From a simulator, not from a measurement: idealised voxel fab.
The process module presented herein is designated voxel air gaps.
Xsec cut, 260 nm wide, square cell size 5 nm.
This document writes a cross-section as a grid whose cells are square, and gives it as bands, listed from the top down; one or more rows of cells form a band. The entry gives the band's vertical extent as a top height and a bottom height in nm, then its horizontal make-up as materials from left to right, each with a width in nm. "empty" stands for empty space; a single material marked "edge to edge" fills the band edge to edge. The reference from which all heights are counted is 0, the level beneath which the as-received wafer is entirely one material; the lowest band, having no lower bound, proceeds downward and is written after the example "z 0 and below". So if you see something like "30 to 40" for the width, read it as the top row of the band sitting at the first number and the bottom row at the second, with every row in between moving by the same amount as the last. It should be understood that the words "left unchanged", when stated for a given step, signify that the cross-section underwent no change in any of its cells during that step. Under "Fully sealed voids" you'll find the enclosed gaps, the ones with no way out to the top, that are 8 cells or bigger; each reads width x height at distance, with distance counted from the left edge, everything in nm. The remark found on a step's line after its settings is issued by the simulator itself and pertains to that step. For masked steps, "overlay nm" on the step line gives how far right of plan the mask actually lay; a minus sign means it lay to the left.

Planned process steps
1,op RECEIVE | material Si
2,op CONFORMAL_DEP | material SiO2 | thk nm 15
3,op CONFORMAL_DEP | material SiCN | thk nm 5
4,op DIRECTIONAL_DEP | material SiO2 | thk nm 40
5,op PATTERN | tone open | mask id LINES | material resist | width nm 15 | pitch nm 45 | thk nm 20 | overlay nm 0
6,op DIRECTIONAL_ETCH | etch materials SiO2 | depth nm 40
7,op STRIP | etch materials resist
8,op CONFORMAL_DEP | material TiN | thk nm 5
9,op FILL_DEP | material Ru | thk nm 5
10,op CMP | height nm 60
11,op EPI | material Ru | thk nm 10
12,op SELECTIVE_ETCH | etch materials SiO2 | depth nm 50
13,op CONFORMAL_DEP | material SiCN | thk nm 5
For clarity, it should be stated that the wafers under discussion commence in an identical condition and differ with respect to the width nm of step 5, the plan indicating the value that the first wafer had.

Incoming state of the first of several wafers in cross-section: after step 1
    z 0 and below | Si edge to edge
    Fully sealed voids: none

End-of-module cross-section, first of several wafers, after last step 13
    z 75 to 70 | 40 of empty / 180 of SiCN / 40 of empty
    z 70 to 60 | 40 of empty / 5 of SiCN / 35 of Ru / 10 of SiCN / 35 of Ru / 10 of SiCN / 35 of Ru / 10 of SiCN / 35 of Ru / 5 of SiCN / 40 of empty
    z 60 to 55 | 40 of empty / 15 of SiCN / 5 of TiN / 5 of Ru / 5 of TiN / 30 of SiCN / 5 of TiN / 5 of Ru / 5 of TiN / 30 of SiCN / 5 of TiN / 5 of Ru / 5 of TiN / 30 of SiCN / 5 of TiN / 5 of Ru / 5 of TiN / 15 of SiCN / 40 of empty
    z 55 to 25 | 50 of empty / 5 of SiCN / 5 of TiN / 5 of Ru / 5 of TiN / 5 of SiCN / 20 of empty / 5 of SiCN / 5 of TiN / 5 of Ru / 5 of TiN / 5 of SiCN / 20 of empty / 5 of SiCN / 5 of TiN / 5 of Ru / 5 of TiN / 5 of SiCN / 20 of empty / 5 of SiCN / 5 of TiN / 5 of Ru / 5 of TiN / 5 of SiCN / 50 of empty
    z 25 to 20 | 55 of SiCN / 15 of TiN / 30 of SiCN / 15 of TiN / 30 of SiCN / 15 of TiN / 30 of SiCN / 15 of TiN / 55 of SiCN
    z 20 to 15 | SiCN edge to edge
    z 15 to 0 | SiO2 edge to edge
    z 0 and below | Si edge to edge
    Fully sealed voids: 20 x 30 at 75; 20 x 30 at 120; 20 x 30 at 165

The module's end: a cross-section of the last wafer
    z 75 to 70 | 30 of empty / 195 of SiCN / 35 of empty
    z 70 to 60 | 30 of empty / 5 of SiCN / 185 of Ru / 5 of SiCN / 35 of empty
    z 60 to 55 | 30 of empty / 15 of SiCN / 5 of TiN / 20 of Ru / 5 of TiN / 15 of SiO2 / 5 of TiN / 20 of Ru / 5 of TiN / 15 of SiO2 / 5 of TiN / 20 of Ru / 5 of TiN / 15 of SiO2 / 5 of TiN / 20 of Ru / 5 of TiN / 15 of SiCN / 35 of empty
    z 55 to 25 | 40 of empty / 5 of SiCN / 5 of TiN / 20 of Ru / 5 of TiN / 15 of SiO2 / 5 of TiN / 20 of Ru / 5 of TiN / 15 of SiO2 / 5 of TiN / 20 of Ru / 5 of TiN / 15 of SiO2 / 5 of TiN / 20 of Ru / 5 of TiN / 5 of SiCN / 45 of empty
    z 25 to 20 | 45 of SiCN / 30 of TiN / 15 of SiO2 / 30 of TiN / 15 of SiO2 / 30 of TiN / 15 of SiO2 / 30 of TiN / 50 of SiCN
    z 20 to 15 | SiCN edge to edge
    z 15 to 0 | SiO2 edge to edge
    z 0 and below | Si edge to edge
    Fully sealed voids: none

For your reference, the table is organized with a row per wafer; each row reflects the wafer at the end of the module, indicating for each material the cells gained (+) or lost (-) since receipt, and thereafter its closed voids
width nm 15, +84 Ru, +216 SiCN, +156 SiO2, +68 TiN, Fully sealed voids: 20 x 30 at 75; 20 x 30 at 120; 20 x 30 at 165
width nm 20, +120 Ru, +204 SiCN, +156 SiO2, +72 TiN, Fully sealed voids: 15 x 30 at 75; 15 x 30 at 120; 15 x 30 at 165
width nm 25, +156 Ru, +132 SiCN, +252 SiO2, +76 TiN, Fully sealed voids: none
width nm 30, +186 Ru, +132 SiCN, +228 SiO2, +80 TiN, Fully sealed voids: none
